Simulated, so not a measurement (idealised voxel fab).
Name of the process module below: voxel ribs on slabs
The width of the displayed cross-section, cut, is 200 nm; its cells are square, with a size of 5 nm.
Bands, listed from the top down, are how a cross-section gets written in this document; the cross-section itself is a grid of square cells, and a band is one or more rows of them. Basically the band line says how high the top is and how high the bottom is, in nm, and then what's in it from left to right, every material with its width in nm. Empty space shows up as "empty", and if a single material carries "full width" it runs the full band edge to edge. It should be noted that heights are counted from 0, beneath which the wafer as supplied is of one material throughout, and that the lowest band possesses no lower boundary but continues downward, as written in "0 nm and below". So if you see something like "30..40" for the width, read it as the top row of the band sitting at the first number and the bottom row at the second, with every row in between moving by the same amount as the last. Take "same as before" at face value: in the step it is given for, the cross-section changed in none of its cells. Empty spaces counting at least 8 cells and having no open way to the top are listed in "Voids, sealed". The notation width x height at distance is used for each, the distance being from the left edge and all three values in nm. Formally, on a step line, whatever follows the settings is a remark that the simulator itself makes on the step. Regarding "overlay nm": on a step with a mask, it is the distance the mask lay to the right of its planned place; a negative value places it to the left.

Process steps foreseen in the plan:
| 1 | RECEIVE with material Si |
| 2 | DIRECTIONAL_DEP with material SiO2, thk nm 30 |
| 3 | DIRECTIONAL_DEP with material polySi, thk nm 15 |
| 4 | MASKED_ETCH with tone cover, mask id RIB, width nm 15, etch materials polySi, depth nm 10, overlay nm 0 |
| 5 | PATTERN with tone cover, mask id SLAB, material resist, width nm 55, thk nm 15, overlay nm 0 |
| 6 | DIRECTIONAL_ETCH with etch materials polySi, depth nm 5 |
| 7 | STRIP with etch materials resist |
| 8 | FILL_DEP with material SiO2, thk nm 20 |
| 9 | CMP with height nm 55 |
| 10 | DIRECTIONAL_DEP with material W, thk nm 5 |
| 11 | MASKED_ETCH with tone cover, mask id HEATER, width nm 25, etch materials W, depth nm 5, overlay nm 0 |
| 12 | CONFORMAL_DEP with material SiN, thk nm 5 |

Cross-section of the wafer upon arrival, representing the state reached after step 1:
0 nm and below | Si full width
Voids, sealed: none

Post-module cross-section of the first of two wafers (run per plan):
65 nm to 60 nm | empty (80), then SiN (35), then empty (85)
60 nm to 55 nm | SiN (85), then W (25), then SiN (90)
55 nm to 45 nm | SiO2 full width
45 nm to 35 nm | SiO2 (90), then polySi (15), then SiO2 (95)
35 nm to 30 nm | SiO2 (70), then polySi (55), then SiO2 (75)
30 nm to 0 nm | SiO2 full width
0 nm and below | Si full width
Voids, sealed: none

End of module, second wafer, cross-section. Started like the first, planned like the first, run with one mistake:
65 nm to 55 nm | SiN full width
55 nm to 45 nm | SiO2 full width
45 nm to 35 nm | SiO2 (90), then polySi (15), then SiO2 (95)
35 nm to 30 nm | SiO2 (70), then polySi (55), then SiO2 (75)
30 nm to 0 nm | SiO2 full width
0 nm and below | Si full width
Voids, sealed: none
Heads up, the wafer didn't run the way we planned it: step 10, actual vs plan mismatch, actual run DIRECTIONAL_DEP with material SiN, thk nm 5
The second wafer ends with more or fewer cells of some materials than the first, per final count: SiN +38 | W -5
